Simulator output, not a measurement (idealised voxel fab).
process module | voxel released beams
cross-section cut | 235 nm wide | cells 5 nm
A cross-section is a grid of square cells, given in bands from the top down. A band is one or more rows of cells.
Each band's line starts with the height of the band's top and of its bottom, in nm. Then come its materials from left to right, each with its width in nm. One material with "throughout" fills the band from edge to edge. "air" is empty space.
Height 0 is the level under which the wafer as received is all one material. The lowest band goes on downwards, as in "0 down".
A width such as "30 to 40" changes by the same amount from each row of cells to the next, from the band's top row to its bottom row.
"no change" after a step means that no cell of the cross-section changed.
closed voids: empty space of 8 cells or more with no open way to the top, each as width x height at its distance from the left edge, in nm
after a step's settings: what the simulator itself notes on the step
overlay nm, on a step with a mask: how far to the right of its planned place the mask lay; to the left if negative
Each pair below shows a cross-section before one step and the cross-section after it, down to the lowest band that changed. The line under each pair gives the step between them, with its settings. The pairs can come from different runs of this module on the same starting wafer, so a pair continues from the pair above only where its "before" says so.
before
  0 down: Si throughout
  closed voids: none
after
  5 to 0: Al2O3 throughout
  below 0: unchanged
  closed voids: none
the step between: op CONFORMAL_DEP | material Al2O3 | thk nm 5
before: the cross-section after the pair above
after
  25 to 5: SiO2 throughout
  below 5: unchanged
  closed voids: none
the step between: op DIRECTIONAL_DEP | material SiO2 | thk nm 20
before: the cross-section after the pair above
after
  25 to 5: SiO2 70 | air 30 | SiO2 135
  below 5: unchanged
  closed voids: none
the step between: op MASKED_ETCH | tone open | mask id ANCHOR | width nm 30 | etch materials SiO2 | depth nm 20 | overlay nm 0
before: the cross-section after the pair above
after
  35 to 25: W 80 | air 10 | W 145
  25 to 15: SiO2 70 | W 10 | air 10 | W 10 | SiO2 135
  15 to 5: SiO2 70 | W 30 | SiO2 135
  below 5: unchanged
  closed voids: none
the step between: op CONFORMAL_DEP | material W | thk nm 10
before: the cross-section after the pair above
after
  35 to 25: air 65 | W 15 | air 10 | W 75 | air 70
  below 25: unchanged
  closed voids: none
the step between: op MASKED_ETCH | tone cover | mask id BEAM | width nm 100 | etch materials W | depth nm 10 | overlay nm 0
before: the cross-section after the pair above
after
  35 to 25: air 65 | W 15 | air 10 | W 75 | air 70
  25 to 15: air 70 | W 10 | air 10 | W 10 | air 135
  15 to 5: air 70 | W 30 | air 135
  below 5: unchanged
  closed voids: none
the step between: op STRIP | etch materials SiO2
before
  5 to 0: Al2O3 throughout
  0 down: Si throughout
  closed voids: none
after
  15 to 5: W throughout
  below 5: unchanged
  closed voids: none
the step between: op CONFORMAL_DEP | material W | thk nm 10
before: the cross-section after the pair above
after
  15 to 5: air 65 | W 100 | air 70
  below 5: unchanged
  closed voids: none
the step between: op MASKED_ETCH | tone cover | mask id BEAM | width nm 100 | etch materials W | depth nm 10 | overlay nm 0
before
  0 down: Si throughout
  closed voids: none
after
  20 to 0: SiO2 throughout
  below 0: unchanged
  closed voids: none
the step between: op DIRECTIONAL_DEP | material SiO2 | thk nm 20
before: the cross-section after the pair above
after
  25 to 20: Al2O3 throughout
  below 20: unchanged
  closed voids: none
the step between: op CONFORMAL_DEP | material Al2O3 | thk nm 5
before: the cross-section after the pair above
after
  35 to 25: W throughout
  below 25: unchanged
  closed voids: none
the step between: op CONFORMAL_DEP | material W | thk nm 10
before: the cross-section after the pair above
after
  35 to 25: air 65 | W 100 | air 70
  below 25: unchanged
  closed voids: none
the step between: op MASKED_ETCH | tone cover | mask id BEAM | width nm 100 | etch materials W | depth nm 10 | overlay nm 0
before
  25 to 5: SiO2 70 | air 30 | SiO2 135
  5 to 0: Al2O3 throughout
  0 down: Si throughout
  closed voids: none
after
  30 to 25: W 75 | air 20 | W 140
  25 to 10: SiO2 70 | W 5 | air 20 | W 5 | SiO2 135
  10 to 5: SiO2 70 | W 30 | SiO2 135
  below 5: unchanged
  closed voids: none
the step between: op CONFORMAL_DEP | material W | thk nm 5
before: the cross-section after the pair above
after
  30 to 25: air 65 | W 10 | air 20 | W 70 | air 70
  below 25: unchanged
  closed voids: none
the step between: op MASKED_ETCH | tone cover | mask id BEAM | width nm 100 | etch materials W | depth nm 10 | overlay nm 0
before: the cross-section after the pair above
after
  30 to 25: air 65 | W 10 | air 20 | W 70 | air 70
  25 to 10: air 70 | W 5 | air 20 | W 5 | air 135
  10 to 5: air 70 | W 30 | air 135
  below 5: unchanged
  closed voids: none
the step between: op STRIP | etch materials SiO2
before
  35 to 25: W 80 | air 10 | W 145
  25 to 15: SiO2 70 | W 10 | air 10 | W 10 | SiO2 135
  15 to 5: SiO2 70 | W 30 | SiO2 135
  5 to 0: Al2O3 throughout
  0 down: Si throughout
  closed voids: none
after
  35 to 25: air 70 | W 10 | air 10 | W 70 | air 75
  below 25: unchanged
  closed voids: none
the step between: op MASKED_ETCH | tone cover | mask id BEAM | width nm 90 | etch materials W | depth nm 10 | overlay nm 0
before: the cross-section after the pair above
after
  35 to 25: air 70 | W 10 | air 10 | W 70 | air 75
  25 to 15: air 70 | W 10 | air 10 | W 10 | air 135
  15 to 5: air 70 | W 30 | air 135
  below 5: unchanged
  closed voids: none
the step between: op STRIP | etch materials SiO2
before
  35 to 25: W 80 | air 10 | W 145
  25 to 15: SiO2 70 | W 10 | air 10 | W 10 | SiO2 135
  15 to 5: SiO2 70 | W 30 | SiO2 135
  5 to 0: Al2O3 throughout
  0 down: Si throughout
  closed voids: none
after
  35 to 25: air 55 | W 25 | air 10 | W 65 | air 80
  below 25: unchanged
  closed voids: none
the step between: op MASKED_ETCH | tone cover | mask id BEAM | width nm 100 | etch materials W | depth nm 10 | overlay nm -10
before: the cross-section after the pair above
after
  35 to 25: air 55 | W 25 | air 10 | W 65 | air 80
  25 to 15: air 70 | W 10 | air 10 | W 10 | air 135
  15 to 5: air 70 | W 30 | air 135
  below 5: unchanged
  closed voids: none
the step between: op STRIP | etch materials SiO2
before
  35 to 25: air 65 | W 15 | air 10 | W 75 | air 70
  25 to 15: SiO2 70 | W 10 | air 10 | W 10 | SiO2 135
  15 to 5: SiO2 70 | W 30 | SiO2 135
  5 to 0: Al2O3 throughout
  0 down: Si throughout
  closed voids: none
after
  25 to 5: SiO2 70 | air 30 | SiO2 135
  below 5: unchanged
  closed voids: none
the step between: op STRIP | etch materials W
before
  25 to 5: SiO2 throughout
  5 to 0: Al2O3 throughout
  0 down: Si throughout
  closed voids: none
after
  25 to 5: air 70 | SiO2 30 | air 135
  below 5: unchanged
  closed voids: none
the step between: op MASKED_ETCH | tone cover | mask id ANCHOR | width nm 30 | etch materials SiO2 | depth nm 20 | overlay nm 0
before: the cross-section after the pair above
after
  35 to 25: air 60 | W 50 | air 125
  25 to 15: air 60 | W 10 | SiO2 30 | W 10 | air 125
  15 to 5: W 70 | SiO2 30 | W 135
  below 5: unchanged
  closed voids: none
the step between: op CONFORMAL_DEP | material W | thk nm 10
before: the cross-section after the pair above
after
  35 to 25: air 65 | W 45 | air 125
  25 to 15: air 60 | W 10 | SiO2 30 | W 10 | air 125
  15 to 5: air 60 | W 10 | SiO2 30 | W 65 | air 70
  below 5: unchanged
  closed voids: none
the step between: op MASKED_ETCH | tone cover | mask id BEAM | width nm 100 | etch materials W | depth nm 10 | overlay nm 0
